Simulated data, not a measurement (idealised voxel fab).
The document below concerns the process module designated voxel plated lines.
Pictured: cross-section cut, 260 nm wide, on a grid of 5 nm square cells.
Square cells in a grid make up a cross-section in this document, and the grid is given as bands, listed from the top down, each one or more rows of cells.
Heights first: top, then bottom, in nm. Then materials, left to right, each with a width in nm. "all across" on a single material: fills the band edge to edge. "air": empty space.
Heights are expressed relative to 0, this being the level below which the as-received wafer comprises one material exclusively. The lowest band is unbounded in the downward direction and is denoted as in "from 0 down".
Think of "30 to 40" as a width that walks from the first number to the second as you go down the band, top row to bottom row, taking equal-sized steps from row to row.
Step marked "no alterations made"? Then no cell in the cross-section changed in it.
Any empty space of 8 cells or more lacking an open way to the top shows up in "Internal closed voids" as width x height at distance, distance from the left edge, in nm.
The remark found on a step's line after its settings is issued by the simulator itself and pertains to that step.
overlay nm, on a step with a mask: how far to the right of its planned place the mask lay; to the left if negative

### The planned process steps are enumerated hereunder
1: RECEIVE, material Si
2: CONFORMAL_DEP, material SiO2, thk nm 10
3: DIRECTIONAL_DEP, material TiN, thk nm 5
4: PATTERN, tone open, mask id LINES, material resist, width nm 20, pitch nm 35, thk nm 35, overlay nm 0
5: EPI, material Ru, thk nm 10
6: EPI, material Ru, thk nm 5
7: EPI, material Ru, thk nm 5
8: STRIP, etch materials resist
9: DIRECTIONAL_ETCH, etch materials TiN, depth nm 5
10: CONFORMAL_DEP, material SiN, thk nm 5

### Cross-section of the wafer upon arrival, representing the state reached after step 1
- from 0 down  Si all across
- Internal closed voids: none

### End-of-module cross-section of the first of two wafers, processed as planned
- from 40 to 35  air 80, then SiN 30, then air 5, then SiN 30, then air 5, then SiN 30, then air 80
- from 35 to 15  air 80, then SiN 5, then Ru 20, then SiN 5, then air 5, then SiN 5, then Ru 20, then SiN 5, then air 5, then SiN 5, then Ru 20, then SiN 5, then air 80
- from 15 to 10  SiN 85, then TiN 20, then SiN 15, then TiN 20, then SiN 15, then TiN 20, then SiN 85
- from 10 to 0  SiO2 all across
- from 0 down  Si all across
- Internal closed voids: none

### Same start, same plan as the first wafer - but one mistake in the run. Cross-section of the second of the two at the end of the module
- from 40 to 35  air 85, then SiN 25, then air 10, then SiN 25, then air 10, then SiN 25, then air 80
- from 35 to 15  air 85, then SiN 5, then Ru 15, then SiN 5, then air 10, then SiN 5, then Ru 15, then SiN 5, then air 10, then SiN 5, then Ru 15, then SiN 5, then air 80
- from 15 to 10  SiN 90, then TiN 15, then SiN 20, then TiN 15, then SiN 20, then TiN 15, then SiN 85
- from 10 to 0  SiO2 all across
- from 0 down  Si all across
- Internal closed voids: none
In executing the process, a mistake was made relative to the plan: not per plan at step 4, really ran PATTERN, tone open, mask id LINES, material resist, width nm 15, pitch nm 35, thk nm 35, overlay nm 0
Looking at both finished wafers in cells, the second ends up ahead of or behind the first on some materials: Ru: 12 fewer, TiN: 3 fewer
